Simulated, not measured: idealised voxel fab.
Module name: voxel gate over fins (process module)
Displayed cross-section: cut, width of 145 nm, square cells sized 5 nm.
A cross-section in this document is a grid of square cells, and it is written down as bands, the top band listed before the ones below it; a band is made up of one or more rows of cells. Band entry format. Leading values: height of top, height of bottom, nm. Remainder: materials in left-to-right order, each with its width in nm. Special words: "all across" on a single material, which then fills the band edge to edge; "blank", empty space. Ref level 0: as-received wafer is one material below here. Bottom band extends down with no lower bound ("from 0 down"). Width "30..40": first value at the band's top row of cells, second value at its bottom row, equal change from row to row. A step reported as "stayed the same" is a step in which no cell of the cross-section changed. If an empty space has no open way to the top and is at least 8 cells in size, "Voids lacking openings" lists it, written width x height at distance, where distance is measured from the left edge and every value is in nm. after a step's settings: what the simulator itself notes on the step. overlay nm: how far to the right of its planned place the mask lay on this masked step (negative: to the left).
STEPS IN THE PROCESS PLAN
step 1: RECEIVE,material Si
step 2: CONFORMAL_DEP,material SiN,thk nm 10
step 3: DIRECTIONAL_DEP,material aC,thk nm 15
step 4: PATTERN,tone cover,mask id FINS,material resist,width nm 15,pitch nm 40,thk nm 35,overlay nm 0
step 5: DIRECTIONAL_ETCH,etch materials aC,depth nm 15
step 6: STRIP,etch materials resist
step 7: DIRECTIONAL_ETCH,etch materials SiN,depth nm 10
step 8: DIRECTIONAL_ETCH,etch materials Si,depth nm 30
step 9: STRIP,etch materials aC
step 10: OXIDIZE,depth nm 5
step 11: FILL_DEP,material SiO2,thk nm 10
step 12: CMP,height nm 10
step 13: SELECTIVE_ETCH,etch materials SiO2,depth nm 25
step 14: STRIP,etch materials SiN
step 15: CONFORMAL_DEP,material HfO2,thk nm 5
step 16: CONFORMAL_DEP,material TiN,thk nm 5
step 17: FILL_DEP,material W,thk nm 10
step 18: CMP,height nm 15
step 19: CONFORMAL_DEP,material SiN,thk nm 5
Quick note for whoever runs this: the wafers start identical, but the width nm at step 4 isn't the same across them. The plan just shows what the first wafer had.
THE FIRST OF SEVERAL WAFERS IN CROSS-SECTION, EXACTLY AS IT REACHED US AFTER STEP 1
    from 0 down | Si all across
    Voids lacking openings: none
THE FIGURE BELOW PRESENTS A CROSS-SECTION OF THE FIRST OF SEVERAL WAFERS AT THE CONCLUSION OF THE MODULE, FOLLOWING ITS LAST STEP, STEP 19
    from 20 to 15 | SiN all across
    from 15 to 10 | W all across
    from 10 to 5 | W 20 nm, then TiN 25 nm, then W 15 nm, then TiN 25 nm, then W 15 nm, then TiN 25 nm, then W 20 nm
    from 5 to 0 | W 20 nm, then TiN 5 nm, then HfO2 15 nm, then TiN 5 nm, then W 15 nm, then TiN 5 nm, then HfO2 15 nm, then TiN 5 nm, then W 15 nm, then TiN 5 nm, then HfO2 15 nm, then TiN 5 nm, then W 20 nm
    from 0 to -5 | W 20 nm, then TiN 5 nm, then HfO2 5 nm, then Si 5 nm, then HfO2 5 nm, then TiN 5 nm, then W 15 nm, then TiN 5 nm, then HfO2 5 nm, then Si 5 nm, then HfO2 5 nm, then TiN 5 nm, then W 15 nm, then TiN 5 nm, then HfO2 5 nm, then Si 5 nm, then HfO2 5 nm, then TiN 5 nm, then W 20 nm
    from -5 to -10 | TiN 25 nm, then HfO2 5 nm, then Si 5 nm, then HfO2 5 nm, then TiN 25 nm, then HfO2 5 nm, then Si 5 nm, then HfO2 5 nm, then TiN 25 nm, then HfO2 5 nm, then Si 5 nm, then HfO2 5 nm, then TiN 25 nm
    from -10 to -15 | HfO2 30 nm, then Si 5 nm, then HfO2 35 nm, then Si 5 nm, then HfO2 35 nm, then Si 5 nm, then HfO2 30 nm
    from -15 to -35 | SiO2 30 nm, then Si 5 nm, then SiO2 35 nm, then Si 5 nm, then SiO2 35 nm, then Si 5 nm, then SiO2 30 nm
    from -35 down | Si all across
    Voids lacking openings: none
HERE'S THE LAST WAFER CROSS-SECTIONED AT THE END OF THE MODULE
    from 20 to 15 | SiN all across
    from 15 to 10 | W all across
    from 10 to 5 | W 15 nm, then TiN 35 nm, then W 5 nm, then TiN 35 nm, then W 5 nm, then TiN 35 nm, then W 15 nm
    from 5 to 0 | W 15 nm, then TiN 5 nm, then HfO2 25 nm, then TiN 5 nm, then W 5 nm, then TiN 5 nm, then HfO2 25 nm, then TiN 5 nm, then W 5 nm, then TiN 5 nm, then HfO2 25 nm, then TiN 5 nm, then W 15 nm
    from 0 to -5 | W 15 nm, then TiN 5 nm, then HfO2 5 nm, then Si 15 nm, then HfO2 5 nm, then TiN 5 nm, then W 5 nm, then TiN 5 nm, then HfO2 5 nm, then Si 15 nm, then HfO2 5 nm, then TiN 5 nm, then W 5 nm, then TiN 5 nm, then HfO2 5 nm, then Si 15 nm, then HfO2 5 nm, then TiN 5 nm, then W 15 nm
    from -5 to -10 | TiN 20 nm, then HfO2 5 nm, then Si 15 nm, then HfO2 5 nm, then TiN 15 nm, then HfO2 5 nm, then Si 15 nm, then HfO2 5 nm, then TiN 15 nm, then HfO2 5 nm, then Si 15 nm, then HfO2 5 nm, then TiN 20 nm
    from -10 to -15 | HfO2 25 nm, then Si 15 nm, then HfO2 25 nm, then Si 15 nm, then HfO2 25 nm, then Si 15 nm, then HfO2 25 nm
    from -15 to -35 | SiO2 25 nm, then Si 15 nm, then SiO2 25 nm, then Si 15 nm, then SiO2 25 nm, then Si 15 nm, then SiO2 25 nm
    from -35 down | Si all across
    Voids lacking openings: none
NOTE: THE FOLLOWING TABLE IS ARRANGED BY WAFER, A ROW APIECE. EACH ROW REPORTS THE END-OF-MODULE STATE: PER MATERIAL, CELLS GAINED (+) OR CELLS LOST (-) COMPARED WITH THE WAFER AS RECEIVED; CLOSED VOIDS FOLLOW
width nm 15 | +47 HfO2 | -182 Si | +29 SiN | +104 SiO2 | +47 TiN | +71 W | Voids lacking openings: none
width nm 20 | +47 HfO2 | -161 Si | +29 SiN | +92 SiO2 | +47 TiN | +62 W | Voids lacking openings: none
width nm 25 | +47 HfO2 | -140 Si | +29 SiN | +80 SiO2 | +47 TiN | +53 W | Voids lacking openings: none
